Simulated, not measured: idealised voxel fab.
The process module that follows is named voxel self aligned contacts.
The width of the displayed cross-section, cut, is 210 nm; its cells are square, with a size of 5 nm.
Think of the cross-section as a grid of square cells. We describe it in bands, top to bottom, and each band covers one or more rows of those cells.
It is stipulated that each band's entry specify, in nanometres, the height of the top of the band and then that of its bottom, followed by the materials of the band in left-to-right sequence, each together with its width in nanometres. A single material marked by the word "throughout" is understood to fill the band from edge to edge; the word "air" is understood to denote empty space.
We count height from 0. Below that, the starting wafer is all one material. The lowest band never ends at the bottom but goes on down; see "0..down" for how that is written.
Graded width ("30..40"): value in top row of band = first number; value in bottom row = second number; row-to-row change constant.
Basically "stayed the same" means that step didn't change any cell in the cross-section.
Empty spaces without an open route to the top, at least 8 cells in extent, make up the entry "Voids, enclosed"; each is given as width x height at distance, where the distance is measured from the left edge, and all are in nm.
after a step's settings: what the simulator itself notes on the step
On any step carrying a mask, the "overlay nm" setting, if present on the step's line, tells how far right of its planned place the mask lay; negative values point to the left.
### Planned step list for the process
1) RECEIVE,material Si
2) OXIDIZE,depth nm 5
3) DIRECTIONAL_DEP,material polySi,thk nm 30
4) DIRECTIONAL_DEP,material SiN,thk nm 20
5) PATTERN,tone cover,mask id GATE,material resist,width nm 30,pitch nm 65,thk nm 20,overlay nm 0
6) DIRECTIONAL_ETCH,etch materials SiN,depth nm 20
7) DIRECTIONAL_ETCH,etch materials polySi,depth nm 30
8) STRIP,etch materials resist
9) CONFORMAL_DEP,material SiN,thk nm 10
10) DIRECTIONAL_ETCH,etch materials SiN,depth nm 10
11) FILL_DEP,material SiO2,thk nm 15
12) CMP,height nm 55
13) PATTERN,tone open,mask id CONTACT,material resist,width nm 45,pitch nm 65,thk nm 15,overlay nm 0
14) DIRECTIONAL_ETCH,etch materials SiO2,depth nm 60
15) STRIP,etch materials resist
16) CONFORMAL_DEP,material TiN,thk nm 5
17) FILL_DEP,material W,thk nm 5
18) CMP,height nm 55
19) CONFORMAL_DEP,material SiCN,thk nm 5
### On the first of the two wafers: run conducted according to plan
### As-received wafer cross-section (after step 1)
0..down: Si throughout
Voids, enclosed: none
### So this is the wafer cross-section right after step 2
0..-5: SiO2 throughout
No changes below -5.
### So this is the wafer cross-section right after step 3
30..0: polySi throughout
No changes below 0.
### So this is the wafer cross-section right after step 4
50..30: SiN throughout
No changes below 30.
### So this is the wafer cross-section right after step 5
70..50: air (25), then resist (30), then air (35), then resist (30), then air (35), then resist (30), then air (25)
No changes below 50.
### So this is the wafer cross-section right after step 6
70..50: air (25), then resist (30), then air (35), then resist (30), then air (35), then resist (30), then air (25)
50..30: air (25), then SiN (30), then air (35), then SiN (30), then air (35), then SiN (30), then air (25)
No changes below 30.
### So this is the wafer cross-section right after step 7
70..50: air (25), then resist (30), then air (35), then resist (30), then air (35), then resist (30), then air (25)
50..30: air (25), then SiN (30), then air (35), then SiN (30), then air (35), then SiN (30), then air (25)
30..0: air (25), then polySi (30), then air (35), then polySi (30), then air (35), then polySi (30), then air (25)
No changes below 0.
### So this is the wafer cross-section right after step 8
50..30: air (25), then SiN (30), then air (35), then SiN (30), then air (35), then SiN (30), then air (25)
No changes below 30.
### So this is the wafer cross-section right after step 9
60..30: air (15), then SiN (50), then air (15), then SiN (50), then air (15), then SiN (50), then air (15)
30..10: air (15), then SiN (10), then polySi (30), then SiN (10), then air (15), then SiN (10), then polySi (30), then SiN (10), then air (15), then SiN (10), then polySi (30), then SiN (10), then air (15)
10..0: SiN (25), then polySi (30), then SiN (35), then polySi (30), then SiN (35), then polySi (30), then SiN (25)
No changes below 0.
### So this is the wafer cross-section right after step 10
50..30: air (15), then SiN (50), then air (15), then SiN (50), then air (15), then SiN (50), then air (15)
30..0: air (15), then SiN (10), then polySi (30), then SiN (10), then air (15), then SiN (10), then polySi (30), then SiN (10), then air (15), then SiN (10), then polySi (30), then SiN (10), then air (15)
No changes below 0.
### So this is the wafer cross-section right after step 11
65..50: SiO2 throughout
50..30: SiO2 (15), then SiN (50), then SiO2 (15), then SiN (50), then SiO2 (15), then SiN (50), then SiO2 (15)
30..0: SiO2 (15), then SiN (10), then polySi (30), then SiN (10), then SiO2 (15), then SiN (10), then polySi (30), then SiN (10), then SiO2 (15), then SiN (10), then polySi (30), then SiN (10), then SiO2 (15)
No changes below 0.
### So this is the wafer cross-section right after step 12
55..50: SiO2 throughout
No changes below 50.
### So this is the wafer cross-section right after step 13
70..55: resist (50), then air (45), then resist (20), then air (45), then resist (50)
No changes below 55.
### So this is the wafer cross-section right after step 14
70..55: resist (50), then air (45), then resist (20), then air (45), then resist (50)
55..50: SiO2 (50), then air (45), then SiO2 (20), then air (45), then SiO2 (50)
50..30: SiO2 (15), then SiN (50), then air (15), then SiN (50), then air (15), then SiN (50), then SiO2 (15)
30..0: SiO2 (15), then SiN (10), then polySi (30), then SiN (10), then air (15), then SiN (10), then polySi (30), then SiN (10), then air (15), then SiN (10), then polySi (30), then SiN (10), then SiO2 (15)
0..-5: SiO2 (65), then air (15), then SiO2 (50), then air (15), then SiO2 (65)
No changes below -5.
### So this is the wafer cross-section right after step 15
55..50: SiO2 (50), then air (45), then SiO2 (20), then air (45), then SiO2 (50)
No changes below 50.
### So this is the wafer cross-section right after step 16
60..55: TiN (55), then air (35), then TiN (30), then air (35), then TiN (55)
55..50: SiO2 (50), then TiN (20), then air (5), then TiN (20), then SiO2 (20), then TiN (20), then air (5), then TiN (20), then SiO2 (50)
50..30: SiO2 (15), then SiN (50), then TiN (5), then air (5), then TiN (5), then SiN (50), then TiN (5), then air (5), then TiN (5), then SiN (50), then SiO2 (15)
30..0: SiO2 (15), then SiN (10), then polySi (30), then SiN (10), then TiN (5), then air (5), then TiN (5), then SiN (10), then polySi (30), then SiN (10), then TiN (5), then air (5), then TiN (5), then SiN (10), then polySi (30), then SiN (10), then SiO2 (15)
0..-5: SiO2 (65), then TiN (15), then SiO2 (50), then TiN (15), then SiO2 (65)
No changes below -5.
### So this is the wafer cross-section right after step 17
65..60: W throughout
60..55: TiN (55), then W (35), then TiN (30), then W (35), then TiN (55)
55..50: SiO2 (50), then TiN (20), then W (5), then TiN (20), then SiO2 (20), then TiN (20), then W (5), then TiN (20), then SiO2 (50)
50..30: SiO2 (15), then SiN (50), then TiN (5), then W (5), then TiN (5), then SiN (50), then TiN (5), then W (5), then TiN (5), then SiN (50), then SiO2 (15)
30..0: SiO2 (15), then SiN (10), then polySi (30), then SiN (10), then TiN (5), then W (5), then TiN (5), then SiN (10), then polySi (30), then SiN (10), then TiN (5), then W (5), then TiN (5), then SiN (10), then polySi (30), then SiN (10), then SiO2 (15)
No changes below 0.
### So this is the wafer cross-section right after step 18
55..50: SiO2 (50), then TiN (20), then W (5), then TiN (20), then SiO2 (20), then TiN (20), then W (5), then TiN (20), then SiO2 (50)
No changes below 50.
### So this is the wafer cross-section right after step 19
60..55: SiCN throughout
No changes below 55.
### Wafer two: like wafer one in start and plan, but with one mistake in execution; identical up to and including step 16
### Second wafer: cross-section at the scheduled end of step 17
65..60: SiCN throughout
60..55: TiN (55), then SiCN (35), then TiN (30), then SiCN (35), then TiN (55)
55..50: SiO2 (50), then TiN (20), then SiCN (5), then TiN (20), then SiO2 (20), then TiN (20), then SiCN (5), then TiN (20), then SiO2 (50)
50..30: SiO2 (15), then SiN (50), then TiN (5), then SiCN (5), then TiN (5), then SiN (50), then TiN (5), then SiCN (5), then TiN (5), then SiN (50), then SiO2 (15)
30..0: SiO2 (15), then SiN (10), then polySi (30), then SiN (10), then TiN (5), then SiCN (5), then TiN (5), then SiN (10), then polySi (30), then SiN (10), then TiN (5), then SiCN (5), then TiN (5), then SiN (10), then polySi (30), then SiN (10), then SiO2 (15)
No changes below 0.
### Second wafer: cross-section at the scheduled end of step 18
55..50: SiO2 (50), then TiN (20), then SiCN (5), then TiN (20), then SiO2 (20), then TiN (20), then SiCN (5), then TiN (20), then SiO2 (50)
No changes below 50.
### Second wafer: cross-section at the scheduled end of step 19
60..55: SiCN throughout
No changes below 55.
what went wrong: step 17 ran as: FILL_DEP,material SiCN,thk nm 5
It is noted that, at the conclusion of processing, the second wafer exhibits a higher or lower cell count for certain materials relative to the first: SiCN +22 | W -22
